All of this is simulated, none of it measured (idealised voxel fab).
This is a process module. Its name is voxel ribs on slabs.
It is cross-section cut that appears here, measuring 235 nm in width, its square cells being 5 nm in size.
This document writes a cross-section as a grid whose cells are square, and gives it as bands, listed from the top down; one or more rows of cells form a band. The band entry comprises the height of the band's top followed by the height of its bottom, expressed in nm, and subsequently the band's materials from left to right, each stated together with its width in nm. Where a single material is marked with the word "edge to edge", that material fills the band from edge to edge. The word "empty" represents empty space. Where do heights start? At 0: under that level the wafer as delivered is made of one material only. And the lowest band has no floor; it just carries on downward, as in "0 down". The width entry "30->40" should be interpreted row by row: the top row of cells in the band takes the first number, the bottom row takes the second number, and the change between adjacent rows is uniform throughout. You'll sometimes find "nothing different" written for a step, and that's the way of saying that nowhere in the cross-section did a cell change during that step. "Enclosed void inventory" means: voids of 8 cells or more that are shut off from the top with no open way through. Written width x height at distance, distance from the left edge, in nm. That trailing text on a step's line, after the settings, is the simulator's own remark on the step. On any step carrying a mask, the "overlay nm" setting, if present on the step's line, tells how far right of its planned place the mask lay; negative values point to the left.

**List of planned process steps**
step 1: RECEIVE: material Si
step 2: DIRECTIONAL_DEP: material SiO2, thk nm 20
step 3: DIRECTIONAL_DEP: material SiN, thk nm 25
step 4: DIRECTIONAL_DEP: material aC, thk nm 15
step 5: PATTERN: tone cover, mask id RIB, material resist, width nm 30, thk nm 35, overlay nm 0
step 6: DIRECTIONAL_ETCH: etch materials aC, depth nm 15
step 7: STRIP: etch materials resist
step 8: DIRECTIONAL_ETCH: etch materials SiN, depth nm 5
step 9: STRIP: etch materials aC
step 10: MASKED_ETCH: tone cover, mask id SLAB, width nm 60, etch materials SiN, depth nm 20, overlay nm 0
step 11: FILL_DEP: material SiO2, thk nm 15
step 12: CMP: height nm 55
step 13: DIRECTIONAL_DEP: material TiN, thk nm 5
step 14: PATTERN: tone cover, mask id HEATER, material resist, width nm 40, thk nm 20, overlay nm 0
step 15: DIRECTIONAL_ETCH: etch materials TiN, depth nm 5
step 16: STRIP: etch materials resist
step 17: CONFORMAL_DEP: material SiN, thk nm 5

**Cross-section of the wafer as it came to us, i.e., already through step 1**
	0 down: Si edge to edge
	Enclosed void inventory: none

**Figure: cross-sectional view of the wafer upon completion of the module, processed from the initial state and according to the plan depicted above, with one error introduced during execution**
	60 to 55: 95 of empty / 40 of TiN / 100 of empty
	55 to 45: SiO2 edge to edge
	45 to 40: 100 of SiO2 / 30 of SiN / 105 of SiO2
	40 to 20: 85 of SiO2 / 60 of SiN / 90 of SiO2
	20 to 0: SiO2 edge to edge
	0 down: Si edge to edge
	Enclosed void inventory: none
Where did the run depart from the plan? heads up, step 17 of the plan was skipped and never actually ran
